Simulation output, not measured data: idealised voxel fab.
You're looking at the process module voxel capacitor over wiring.
Cross-section cut: width 155 nm, square cells of 5 nm.
Cross-section, as written here: a square-cell grid given band by band from the top down, where a band holds one or more rows of cells.
For a band, the entry starts with two heights in nm, that of the top and then that of the bottom, and carries on with the band's materials in order from left to right, each alongside its width in nm; the word "all across" beside a single material means it fills the band edge to edge, and "blank" means empty space.
Zero point of the height axis is 0; under it, received wafer = one material. Lowest band: continues down indefinitely, "from 0 down".
Quick explanation for "30..40": the width changes in equal steps down the rows of cells, from the first number in the band's top row to the second number in its bottom row.
The designation "everything unchanged", where it is given for a processing step, indicates that no cell of the cross-section was altered in the course of that step.
Each empty space that has no open way to the top and spans at least 8 cells appears under "Enclosed void listing" as width x height at distance, the distance counted from the left edge, all in nm.
The remark found on a step's line after its settings is issued by the simulator itself and pertains to that step.
For masked steps, "overlay nm" on the step line gives how far right of plan the mask actually lay; a minus sign means it lay to the left.
-- Steps in the process plan
1: RECEIVE,material Si
2: CONFORMAL_DEP,material SiO2,thk nm 15
3: CONFORMAL_DEP,material SiN,thk nm 5
4: DIRECTIONAL_DEP,material SiO2,thk nm 25
5: PATTERN,tone open,mask id METAL_1,material resist,width nm 25,pitch nm 80,thk nm 15,overlay nm 0
6: DIRECTIONAL_ETCH,etch materials SiO2,depth nm 25
7: DIRECTIONAL_ETCH,etch materials SiN,depth nm 5
8: STRIP,etch materials resist
9: CONFORMAL_DEP,material TiN,thk nm 5
10: FILL_DEP,material Cu,thk nm 10
11: CMP,height nm 45
12: CONFORMAL_DEP,material SiCN,thk nm 5
13: DIRECTIONAL_DEP,material lowk,thk nm 20
14: DIRECTIONAL_DEP,material aC,thk nm 10
15: PATTERN,tone open,mask id PLUG_1,material resist,width nm 15,thk nm 30,overlay nm 0
16: DIRECTIONAL_ETCH,etch materials aC,depth nm 10
17: STRIP,etch materials resist
18: DIRECTIONAL_ETCH,etch materials lowk,depth nm 20
19: DIRECTIONAL_ETCH,etch materials SiCN,depth nm 5
20: STRIP,etch materials aC
21: EPI,material Ru,thk nm 10
22: EPI,material Ru,thk nm 10
23: EPI,material Ru,thk nm 5
24: DIRECTIONAL_DEP,material TiN,thk nm 5
25: DIRECTIONAL_DEP,material SiN,thk nm 5
26: DIRECTIONAL_DEP,material TiN,thk nm 10
27: MASKED_ETCH,tone cover,mask id UPPER_PLATE,width nm 60,etch materials TiN,depth nm 10,overlay nm 0
28: MASKED_ETCH,tone cover,mask id UPPER_PLATE,width nm 60,etch materials SiN,depth nm 5,overlay nm 0
29: MASKED_ETCH,tone cover,mask id LOWER_PLATE,width nm 70,etch materials TiN,depth nm 5,overlay nm 0
30: FILL_DEP,material SiO2,thk nm 20
31: CMP,height nm 105
32: MASKED_ETCH,tone open,mask id PLUG_2,width nm 15,etch materials SiO2,depth nm 15,overlay nm 0
33: CONFORMAL_DEP,material TiN,thk nm 5
34: FILL_DEP,material W,thk nm 5
35: CMP,height nm 105
36: CONFORMAL_DEP,material SiN,thk nm 5
-- Of two wafers, the first: run according to plan
-- Received-state cross-section, reflecting completion of step 1
	from 0 down: Si all across
	Enclosed void listing: none
-- Cross-section of the wafer after step 2
	from 15 to 0: SiO2 all across
	Below a height of 0, the structure has not been altered.
-- Cross-section of the wafer after step 3
	from 20 to 15: SiN all across
	Below a height of 15, the structure has not been altered.
-- Cross-section of the wafer after step 4
	from 45 to 20: SiO2 all across
	Below a height of 20, the structure has not been altered.
-- Cross-section of the wafer after step 5
	from 60 to 45: resist 25  blank 25  resist 55  blank 25  resist 25
	Below a height of 45, the structure has not been altered.
-- Cross-section of the wafer after step 6
	from 60 to 45: resist 25  blank 25  resist 55  blank 25  resist 25
	from 45 to 20: SiO2 25  blank 25  SiO2 55  blank 25  SiO2 25
	Below a height of 20, the structure has not been altered.
-- Cross-section of the wafer after step 7
	from 60 to 45: resist 25  blank 25  resist 55  blank 25  resist 25
	from 45 to 20: SiO2 25  blank 25  SiO2 55  blank 25  SiO2 25
	from 20 to 15: SiN 25  blank 25  SiN 55  blank 25  SiN 25
	Below a height of 15, the structure has not been altered.
-- Cross-section of the wafer after step 8
	from 45 to 20: SiO2 25  blank 25  SiO2 55  blank 25  SiO2 25
	Below a height of 20, the structure has not been altered.
-- Cross-section of the wafer after step 9
	from 50 to 45: TiN 30  blank 15  TiN 65  blank 15  TiN 30
	from 45 to 20: SiO2 25  TiN 5  blank 15  TiN 5  SiO2 55  TiN 5  blank 15  TiN 5  SiO2 25
	from 20 to 15: SiN 25  TiN 25  SiN 55  TiN 25  SiN 25
	Below a height of 15, the structure has not been altered.
-- Cross-section of the wafer after step 10
	from 60 to 50: Cu all across
	from 50 to 45: TiN 30  Cu 15  TiN 65  Cu 15  TiN 30
	from 45 to 20: SiO2 25  TiN 5  Cu 15  TiN 5  SiO2 55  TiN 5  Cu 15  TiN 5  SiO2 25
	Below a height of 20, the structure has not been altered.
-- Cross-section of the wafer after step 11
	from 45 to 20: SiO2 25  TiN 5  Cu 15  TiN 5  SiO2 55  TiN 5  Cu 15  TiN 5  SiO2 25
	Below a height of 20, the structure has not been altered.
-- Cross-section of the wafer after step 12
	from 50 to 45: SiCN all across
	Below a height of 45, the structure has not been altered.
-- Cross-section of the wafer after step 13
	from 70 to 50: lowk all across
	Below a height of 50, the structure has not been altered.
-- Cross-section of the wafer after step 14
	from 80 to 70: aC all across
	Below a height of 70, the structure has not been altered.
-- Cross-section of the wafer after step 15
	from 110 to 80: resist 35  blank 15  resist 105
	Below a height of 80, the structure has not been altered.
-- Cross-section of the wafer after step 16
	from 100 to 80: resist 35  blank 15  resist 105
	from 80 to 70: aC 35  blank 15  aC 105
	Below a height of 70, the structure has not been altered.
-- Cross-section of the wafer after step 17
	from 80 to 70: aC 35  blank 15  aC 105
	Below a height of 70, the structure has not been altered.
-- Cross-section of the wafer after step 18
	from 80 to 70: aC 35  blank 15  aC 105
	from 70 to 50: lowk 35  blank 15  lowk 105
	Below a height of 50, the structure has not been altered.
-- Cross-section of the wafer after step 19
	from 80 to 70: aC 35  blank 15  aC 105
	from 70 to 50: lowk 35  blank 15  lowk 105
	from 50 to 45: SiCN 35  blank 15  SiCN 105
	Below a height of 45, the structure has not been altered.
-- Cross-section of the wafer after step 20
	from 70 to 50: lowk 35  blank 15  lowk 105
	Below a height of 50, the structure has not been altered.
-- Cross-section of the wafer after step 21
	from 70 to 55: lowk 35  blank 15  lowk 105
	from 55 to 50: lowk 35  Ru 15  lowk 105
	from 50 to 45: SiCN 35  Ru 15  SiCN 105
	Below a height of 45, the structure has not been altered.
-- Cross-section of the wafer after step 22
	from 70 to 65: lowk 35  blank 15  lowk 105
	from 65 to 50: lowk 35  Ru 15  lowk 105
	Below a height of 50, the structure has not been altered.
-- Cross-section of the wafer after step 23
	from 70 to 50: lowk 35  Ru 15  lowk 105
	Below a height of 50, the structure has not been altered.
-- Cross-section of the wafer after step 24
	from 75 to 70: TiN all across
	Below a height of 70, the structure has not been altered.
-- Cross-section of the wafer after step 25
	from 80 to 75: SiN all across
	Below a height of 75, the structure has not been altered.
-- Cross-section of the wafer after step 26
	from 90 to 80: TiN all across
	Below a height of 80, the structure has not been altered.
-- Cross-section of the wafer after step 27
	from 90 to 80: blank 35  TiN 60  blank 60
	Below a height of 80, the structure has not been altered.
-- Cross-section of the wafer after step 28
	from 90 to 80: blank 35  TiN 60  blank 60
	from 80 to 75: blank 35  SiN 60  blank 60
	Below a height of 75, the structure has not been altered.
-- Cross-section of the wafer after step 29
	from 90 to 80: blank 35  TiN 60  blank 60
	from 80 to 75: blank 35  SiN 60  blank 60
	from 75 to 70: blank 30  TiN 70  blank 55
	Below a height of 70, the structure has not been altered.
-- Cross-section of the wafer after step 30
	from 110 to 90: SiO2 all across
	from 90 to 80: SiO2 35  TiN 60  SiO2 60
	from 80 to 75: SiO2 35  SiN 60  SiO2 60
	from 75 to 70: SiO2 30  TiN 70  SiO2 55
	Below a height of 70, the structure has not been altered.
-- Cross-section of the wafer after step 31
	from 105 to 90: SiO2 all across
	Below a height of 90, the structure has not been altered.
-- Cross-section of the wafer after step 32
	from 105 to 90: SiO2 45  blank 15  SiO2 95
	Below a height of 90, the structure has not been altered.
-- Cross-section of the wafer after step 33
	from 110 to 105: TiN 50  blank 5  TiN 100
	from 105 to 95: SiO2 45  TiN 5  blank 5  TiN 5  SiO2 95
	from 95 to 90: SiO2 45  TiN 15  SiO2 95
	Below a height of 90, the structure has not been altered.
-- Cross-section of the wafer after step 34
	from 115 to 110: W all across
	from 110 to 105: TiN 50  W 5  TiN 100
	from 105 to 95: SiO2 45  TiN 5  W 5  TiN 5  SiO2 95
	Below a height of 95, the structure has not been altered.
-- Cross-section of the wafer after step 35
	from 105 to 95: SiO2 45  TiN 5  W 5  TiN 5  SiO2 95
	Below a height of 95, the structure has not been altered.
-- Cross-section of the wafer after step 36
	from 110 to 105: SiN all across
	Below a height of 105, the structure has not been altered.
-- The remaining wafer, second of the two, started like the first and was run to the same plan, except that one mistake was made along the way; the two coincide through step 20, inclusive
-- Second wafer, sectioned view, at step 22's planned end time
	from 75 to 70: blank 30  Ru 25  blank 100
	from 70 to 50: lowk 35  Ru 15  lowk 105
	from 50 to 45: SiCN 35  Ru 15  SiCN 105
	Below a height of 45, the structure has not been altered.
-- Second wafer, sectioned view, at step 23's planned end time
	from 80 to 70: blank 25  Ru 35  blank 95
	Below a height of 70, the structure has not been altered.
-- Second wafer, sectioned view, at step 24's planned end time
	from 85 to 80: blank 25  TiN 35  blank 95
	from 80 to 75: blank 25  Ru 35  blank 95
	from 75 to 70: TiN 25  Ru 35  TiN 95
	Below a height of 70, the structure has not been altered.
-- Second wafer, sectioned view, at step 25's planned end time
	from 90 to 85: blank 25  SiN 35  blank 95
	from 85 to 80: blank 25  TiN 35  blank 95
	from 80 to 75: SiN 25  Ru 35  SiN 95
	Below a height of 75, the structure has not been altered.
-- Second wafer, sectioned view, at step 26's planned end time
	from 100 to 90: blank 25  TiN 35  blank 95
	from 90 to 85: TiN 25  SiN 35  TiN 95
	from 85 to 80: TiN all across
	Below a height of 80, the structure has not been altered.
-- Second wafer, sectioned view, at step 27's planned end time
	from 100 to 90: blank 35  TiN 25  blank 95
	from 90 to 85: blank 25  SiN 35  TiN 35  blank 60
	from 85 to 80: blank 25  TiN 70  blank 60
	Below a height of 80, the structure has not been altered.
-- Second wafer, sectioned view, at step 28's planned end time
	from 100 to 90: blank 35  TiN 25  blank 95
	from 90 to 85: blank 35  SiN 25  TiN 35  blank 60
	from 85 to 80: blank 25  TiN 70  blank 60
	from 80 to 75: blank 25  Ru 35  SiN 35  blank 60
	Below a height of 75, the structure has not been altered.
-- Second wafer, sectioned view, at step 29's planned end time
	from 100 to 90: blank 35  TiN 25  blank 95
	from 90 to 85: blank 35  SiN 25  TiN 35  blank 60
	from 85 to 80: blank 30  TiN 65  blank 60
	from 80 to 75: blank 25  Ru 35  SiN 35  blank 60
	from 75 to 70: blank 25  Ru 35  TiN 40  blank 55
	Below a height of 70, the structure has not been altered.
-- Second wafer, sectioned view, at step 30's planned end time
	from 120 to 100: SiO2 all across
	from 100 to 90: SiO2 35  TiN 25  SiO2 95
	from 90 to 85: SiO2 35  SiN 25  TiN 35  SiO2 60
	from 85 to 80: SiO2 30  TiN 65  SiO2 60
	from 80 to 75: SiO2 25  Ru 35  SiN 35  SiO2 60
	from 75 to 70: SiO2 25  Ru 35  TiN 40  SiO2 55
	Below a height of 70, the structure has not been altered.
-- Second wafer, sectioned view, at step 31's planned end time
	from 105 to 100: SiO2 all across
	Below a height of 100, the structure has not been altered.
-- Second wafer, sectioned view, at step 32's planned end time
	from 105 to 100: SiO2 45  blank 15  SiO2 95
	Below a height of 100, the structure has not been altered.
-- Second wafer, sectioned view, at step 33's planned end time
	from 110 to 105: TiN 50  blank 5  TiN 100
	from 105 to 100: SiO2 45  TiN 15  SiO2 95
	Below a height of 100, the structure has not been altered.
-- Second wafer, sectioned view, at step 34's planned end time
	from 115 to 110: W all across
	from 110 to 105: TiN 50  W 5  TiN 100
	Below a height of 105, the structure has not been altered.
-- Second wafer, sectioned view, at step 35's planned end time
	from 105 to 100: SiO2 45  TiN 15  SiO2 95
	Below a height of 100, the structure has not been altered.
-- Second wafer, sectioned view, at step 36's planned end time
	from 110 to 105: SiN all across
	Below a height of 105, the structure has not been altered.
It is concluded that the wafer was processed incorrectly with respect to the plan, in that one of the identical steps 21 and 22 was run twice, but which one cannot be determined
Wafer comparison, final, in cells, second relative to first, materials more or fewer: +14 Ru, -8 SiO2, -4 TiN, -2 W
